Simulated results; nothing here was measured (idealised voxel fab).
A process module follows: voxel gate over fins.
Section cut is 220 nm wide and gridded with 5 nm square cells.
Cross-section, as written here: a square-cell grid given band by band from the top down, where a band holds one or more rows of cells. A band entry consists of two parts. The first gives the height of the band's top and the height of its bottom, in nm. The rest lists the band's materials from left to right, each with its width in nm. A single material labelled with the word "throughout" fills the band from edge to edge, and the word "air" marks empty space. Zero point of the height axis is 0; under it, received wafer = one material. Lowest band: continues down indefinitely, "top 0, no bottom". When a width is written as two numbers, as in "30..40", the first number is the width in the top row of cells of the band and the second is the width in its bottom row, and the width changes by the same amount from each row to the next. When a step is marked "no alterations made", none of the cells in the cross-section changed during that step. "Tabulated closed voids": sealed empty spaces, 8 cells or more, no open way to top, listed width x height at distance, with distance from the left edge and width, height and distance in nm. Read whatever lies past the settings on a step's line as the simulator's own remark about the step. "overlay nm" denotes, for a step that has a mask, the displacement of the mask to the right of its planned place, with negative values corresponding to the left.
Intended process steps:
1 RECEIVE [material Si]
2 CONFORMAL_DEP [material SiN] [thk nm 5]
3 DIRECTIONAL_DEP [material aC] [thk nm 15]
4 PATTERN [tone cover] [mask id FINS] [material resist] [width nm 15] [pitch nm 45] [thk nm 30] [overlay nm 0]
5 DIRECTIONAL_ETCH [etch materials aC] [depth nm 15]
6 STRIP [etch materials resist]
7 DIRECTIONAL_ETCH [etch materials SiN] [depth nm 5]
8 DIRECTIONAL_ETCH [etch materials Si] [depth nm 40]
9 STRIP [etch materials aC]
10 OXIDIZE [depth nm 5]
11 FILL_DEP [material SiO2] [thk nm 10]
12 CMP [height nm 5]
13 SELECTIVE_ETCH [etch materials SiO2] [depth nm 20]
14 STRIP [etch materials SiN]
15 CONFORMAL_DEP [material HfO2] [thk nm 5]
16 CONFORMAL_DEP [material TiN] [thk nm 5]
17 FILL_DEP [material W] [thk nm 15]
18 CMP [height nm 20]
19 CONFORMAL_DEP [material SiCN] [thk nm 5]
First of two wafers, processed according to plan:
Wafer cross-section on receipt, i.e. after step 1:
top 0, no bottom | Si throughout
Tabulated closed voids: none
After step 2:
top 5, bottom 0 | SiN throughout
Below 0 it's all the same as before, nothing changed down there.
After step 3:
top 20, bottom 5 | aC throughout
Below 5 it's all the same as before, nothing changed down there.
After step 4:
top 50, bottom 20 | air (55) | resist (15) | air (30) | resist (15) | air (30) | resist (15) | air (60)
Below 20 it's all the same as before, nothing changed down there.
After step 5:
top 35, bottom 20 | air (55) | resist (15) | air (30) | resist (15) | air (30) | resist (15) | air (60)
top 20, bottom 5 | air (55) | aC (15) | air (30) | aC (15) | air (30) | aC (15) | air (60)
Below 5 it's all the same as before, nothing changed down there.
After step 6:
top 20, bottom 5 | air (55) | aC (15) | air (30) | aC (15) | air (30) | aC (15) | air (60)
Below 5 it's all the same as before, nothing changed down there.
After step 7:
top 20, bottom 5 | air (55) | aC (15) | air (30) | aC (15) | air (30) | aC (15) | air (60)
top 5, bottom 0 | air (55) | SiN (15) | air (30) | SiN (15) | air (30) | SiN (15) | air (60)
Below 0 it's all the same as before, nothing changed down there.
After step 8:
top 20, bottom 5 | air (55) | aC (15) | air (30) | aC (15) | air (30) | aC (15) | air (60)
top 5, bottom 0 | air (55) | SiN (15) | air (30) | SiN (15) | air (30) | SiN (15) | air (60)
top 0, bottom -40 | air (55) | Si (15) | air (30) | Si (15) | air (30) | Si (15) | air (60)
Below -40 it's all the same as before, nothing changed down there.
After step 9:
top 5, bottom 0 | air (55) | SiN (15) | air (30) | SiN (15) | air (30) | SiN (15) | air (60)
Below 0 it's all the same as before, nothing changed down there.
After step 10:
top 5, bottom 0 | air (55) | SiN (15) | air (30) | SiN (15) | air (30) | SiN (15) | air (60)
top 0, bottom -40 | air (55) | SiO2 (5) | Si (5) | SiO2 (5) | air (30) | SiO2 (5) | Si (5) | SiO2 (5) | air (30) | SiO2 (5) | Si (5) | SiO2 (5) | air (60)
top -40, bottom -45 | SiO2 (60) | Si (5) | SiO2 (40) | Si (5) | SiO2 (40) | Si (5) | SiO2 (65)
Below -45 it's all the same as before, nothing changed down there.
After step 11:
top 15, bottom 5 | SiO2 throughout
top 5, bottom 0 | SiO2 (55) | SiN (15) | SiO2 (30) | SiN (15) | SiO2 (30) | SiN (15) | SiO2 (60)
top 0, bottom -45 | SiO2 (60) | Si (5) | SiO2 (40) | Si (5) | SiO2 (40) | Si (5) | SiO2 (65)
Below -45 it's all the same as before, nothing changed down there.
After step 12:
top 5, bottom 0 | SiO2 (55) | SiN (15) | SiO2 (30) | SiN (15) | SiO2 (30) | SiN (15) | SiO2 (60)
Below 0 it's all the same as before, nothing changed down there.
After step 13:
top 5, bottom 0 | air (55) | SiN (15) | air (30) | SiN (15) | air (30) | SiN (15) | air (60)
top 0, bottom -15 | air (60) | Si (5) | air (40) | Si (5) | air (40) | Si (5) | air (65)
Below -15 it's all the same as before, nothing changed down there.
After step 14:
top 0, bottom -15 | air (60) | Si (5) | air (40) | Si (5) | air (40) | Si (5) | air (65)
Below -15 it's all the same as before, nothing changed down there.
After step 15:
top 5, bottom 0 | air (55) | HfO2 (15) | air (30) | HfO2 (15) | air (30) | HfO2 (15) | air (60)
top 0, bottom -10 | air (55) | HfO2 (5) | Si (5) | HfO2 (5) | air (30) | HfO2 (5) | Si (5) | HfO2 (5) | air (30) | HfO2 (5) | Si (5) | HfO2 (5) | air (60)
top -10, bottom -15 | HfO2 (60) | Si (5) | HfO2 (40) | Si (5) | HfO2 (40) | Si (5) | HfO2 (65)
Below -15 it's all the same as before, nothing changed down there.
After step 16:
top 10, bottom 5 | air (50) | TiN (25) | air (20) | TiN (25) | air (20) | TiN (25) | air (55)
top 5, bottom 0 | air (50) | TiN (5) | HfO2 (15) | TiN (5) | air (20) | TiN (5) | HfO2 (15) | TiN (5) | air (20) | TiN (5) | HfO2 (15) | TiN (5) | air (55)
top 0, bottom -5 | air (50) | TiN (5) | HfO2 (5) | Si (5) | HfO2 (5) | TiN (5) | air (20) | TiN (5) | HfO2 (5) | Si (5) | HfO2 (5) | TiN (5) | air (20) | TiN (5) | HfO2 (5) | Si (5) | HfO2 (5) | TiN (5) | air (55)
top -5, bottom -10 | TiN (55) | HfO2 (5) | Si (5) | HfO2 (5) | TiN (30) | HfO2 (5) | Si (5) | HfO2 (5) | TiN (30) | HfO2 (5) | Si (5) | HfO2 (5) | TiN (60)
Below -10 it's all the same as before, nothing changed down there.
After step 17:
top 25, bottom 10 | W throughout
top 10, bottom 5 | W (50) | TiN (25) | W (20) | TiN (25) | W (20) | TiN (25) | W (55)
top 5, bottom 0 | W (50) | TiN (5) | HfO2 (15) | TiN (5) | W (20) | TiN (5) | HfO2 (15) | TiN (5) | W (20) | TiN (5) | HfO2 (15) | TiN (5) | W (55)
top 0, bottom -5 | W (50) | TiN (5) | HfO2 (5) | Si (5) | HfO2 (5) | TiN (5) | W (20) | TiN (5) | HfO2 (5) | Si (5) | HfO2 (5) | TiN (5) | W (20) | TiN (5) | HfO2 (5) | Si (5) | HfO2 (5) | TiN (5) | W (55)
Below -5 it's all the same as before, nothing changed down there.
After step 18:
top 20, bottom 10 | W throughout
Below 10 it's all the same as before, nothing changed down there.
After step 19:
top 25, bottom 20 | SiCN throughout
Below 20 it's all the same as before, nothing changed down there.
The second wafer began exactly as the first did and followed the same plan, but one mistake was made while running it; through step 3 inclusive, the two wafers are identical:
What the second wafer looks like in cross-section when step 4 should have wrapped up:
top 50, bottom 20 | air (65) | resist (15) | air (30) | resist (15) | air (30) | resist (15) | air (50)
Below 20 it's all the same as before, nothing changed down there.
What the second wafer looks like in cross-section when step 5 should have wrapped up:
top 35, bottom 20 | air (65) | resist (15) | air (30) | resist (15) | air (30) | resist (15) | air (50)
top 20, bottom 5 | air (65) | aC (15) | air (30) | aC (15) | air (30) | aC (15) | air (50)
Below 5 it's all the same as before, nothing changed down there.
What the second wafer looks like in cross-section when step 6 should have wrapped up:
top 20, bottom 5 | air (65) | aC (15) | air (30) | aC (15) | air (30) | aC (15) | air (50)
Below 5 it's all the same as before, nothing changed down there.
What the second wafer looks like in cross-section when step 7 should have wrapped up:
top 20, bottom 5 | air (65) | aC (15) | air (30) | aC (15) | air (30) | aC (15) | air (50)
top 5, bottom 0 | air (65) | SiN (15) | air (30) | SiN (15) | air (30) | SiN (15) | air (50)
Below 0 it's all the same as before, nothing changed down there.
What the second wafer looks like in cross-section when step 8 should have wrapped up:
top 20, bottom 5 | air (65) | aC (15) | air (30) | aC (15) | air (30) | aC (15) | air (50)
top 5, bottom 0 | air (65) | SiN (15) | air (30) | SiN (15) | air (30) | SiN (15) | air (50)
top 0, bottom -40 | air (65) | Si (15) | air (30) | Si (15) | air (30) | Si (15) | air (50)
Below -40 it's all the same as before, nothing changed down there.
What the second wafer looks like in cross-section when step 9 should have wrapped up:
top 5, bottom 0 | air (65) | SiN (15) | air (30) | SiN (15) | air (30) | SiN (15) | air (50)
Below 0 it's all the same as before, nothing changed down there.
What the second wafer looks like in cross-section when step 10 should have wrapped up:
top 5, bottom 0 | air (65) | SiN (15) | air (30) | SiN (15) | air (30) | SiN (15) | air (50)
top 0, bottom -40 | air (65) | SiO2 (5) | Si (5) | SiO2 (5) | air (30) | SiO2 (5) | Si (5) | SiO2 (5) | air (30) | SiO2 (5) | Si (5) | SiO2 (5) | air (50)
top -40, bottom -45 | SiO2 (70) | Si (5) | SiO2 (40) | Si (5) | SiO2 (40) | Si (5) | SiO2 (55)
Below -45 it's all the same as before, nothing changed down there.
What the second wafer looks like in cross-section when step 11 should have wrapped up:
top 15, bottom 5 | SiO2 throughout
top 5, bottom 0 | SiO2 (65) | SiN (15) | SiO2 (30) | SiN (15) | SiO2 (30) | SiN (15) | SiO2 (50)
top 0, bottom -45 | SiO2 (70) | Si (5) | SiO2 (40) | Si (5) | SiO2 (40) | Si (5) | SiO2 (55)
Below -45 it's all the same as before, nothing changed down there.
What the second wafer looks like in cross-section when step 12 should have wrapped up:
top 5, bottom 0 | SiO2 (65) | SiN (15) | SiO2 (30) | SiN (15) | SiO2 (30) | SiN (15) | SiO2 (50)
Below 0 it's all the same as before, nothing changed down there.
What the second wafer looks like in cross-section when step 13 should have wrapped up:
top 5, bottom 0 | air (65) | SiN (15) | air (30) | SiN (15) | air (30) | SiN (15) | air (50)
top 0, bottom -15 | air (70) | Si (5) | air (40) | Si (5) | air (40) | Si (5) | air (55)
Below -15 it's all the same as before, nothing changed down there.
What the second wafer looks like in cross-section when step 14 should have wrapped up:
top 0, bottom -15 | air (70) | Si (5) | air (40) | Si (5) | air (40) | Si (5) | air (55)
Below -15 it's all the same as before, nothing changed down there.
What the second wafer looks like in cross-section when step 15 should have wrapped up:
top 5, bottom 0 | air (65) | HfO2 (15) | air (30) | HfO2 (15) | air (30) | HfO2 (15) | air (50)
top 0, bottom -10 | air (65) | HfO2 (5) | Si (5) | HfO2 (5) | air (30) | HfO2 (5) | Si (5) | HfO2 (5) | air (30) | HfO2 (5) | Si (5) | HfO2 (5) | air (50)
top -10, bottom -15 | HfO2 (70) | Si (5) | HfO2 (40) | Si (5) | HfO2 (40) | Si (5) | HfO2 (55)
Below -15 it's all the same as before, nothing changed down there.
What the second wafer looks like in cross-section when step 16 should have wrapped up:
top 10, bottom 5 | air (60) | TiN (25) | air (20) | TiN (25) | air (20) | TiN (25) | air (45)
top 5, bottom 0 | air (60) | TiN (5) | HfO2 (15) | TiN (5) | air (20) | TiN (5) | HfO2 (15) | TiN (5) | air (20) | TiN (5) | HfO2 (15) | TiN (5) | air (45)
top 0, bottom -5 | air (60) | TiN (5) | HfO2 (5) | Si (5) | HfO2 (5) | TiN (5) | air (20) | TiN (5) | HfO2 (5) | Si (5) | HfO2 (5) | TiN (5) | air (20) | TiN (5) | HfO2 (5) | Si (5) | HfO2 (5) | TiN (5) | air (45)
top -5, bottom -10 | TiN (65) | HfO2 (5) | Si (5) | HfO2 (5) | TiN (30) | HfO2 (5) | Si (5) | HfO2 (5) | TiN (30) | HfO2 (5) | Si (5) | HfO2 (5) | TiN (50)
Below -10 it's all the same as before, nothing changed down there.
What the second wafer looks like in cross-section when step 17 should have wrapped up:
top 25, bottom 10 | W throughout
top 10, bottom 5 | W (60) | TiN (25) | W (20) | TiN (25) | W (20) | TiN (25) | W (45)
top 5, bottom 0 | W (60) | TiN (5) | HfO2 (15) | TiN (5) | W (20) | TiN (5) | HfO2 (15) | TiN (5) | W (20) | TiN (5) | HfO2 (15) | TiN (5) | W (45)
top 0, bottom -5 | W (60) | TiN (5) | HfO2 (5) | Si (5) | HfO2 (5) | TiN (5) | W (20) | TiN (5) | HfO2 (5) | Si (5) | HfO2 (5) | TiN (5) | W (20) | TiN (5) | HfO2 (5) | Si (5) | HfO2 (5) | TiN (5) | W (45)
Below -5 it's all the same as before, nothing changed down there.
What the second wafer looks like in cross-section when step 18 should have wrapped up:
top 20, bottom 10 | W throughout
Below 10 it's all the same as before, nothing changed down there.
What the second wafer looks like in cross-section when step 19 should have wrapped up:
top 25, bottom 20 | SiCN throughout
Below 20 it's all the same as before, nothing changed down there.
what went wrong: step 4 was run on a setting that differed from the plan, and what really ran there is PATTERN [tone cover] [mask id FINS] [material resist] [width nm 15] [pitch nm 45] [thk nm 30] [overlay nm 10]
Upon completion, the cell count for each material on the second wafer equals that on the first, whereas the spatial distribution of those cells differs.
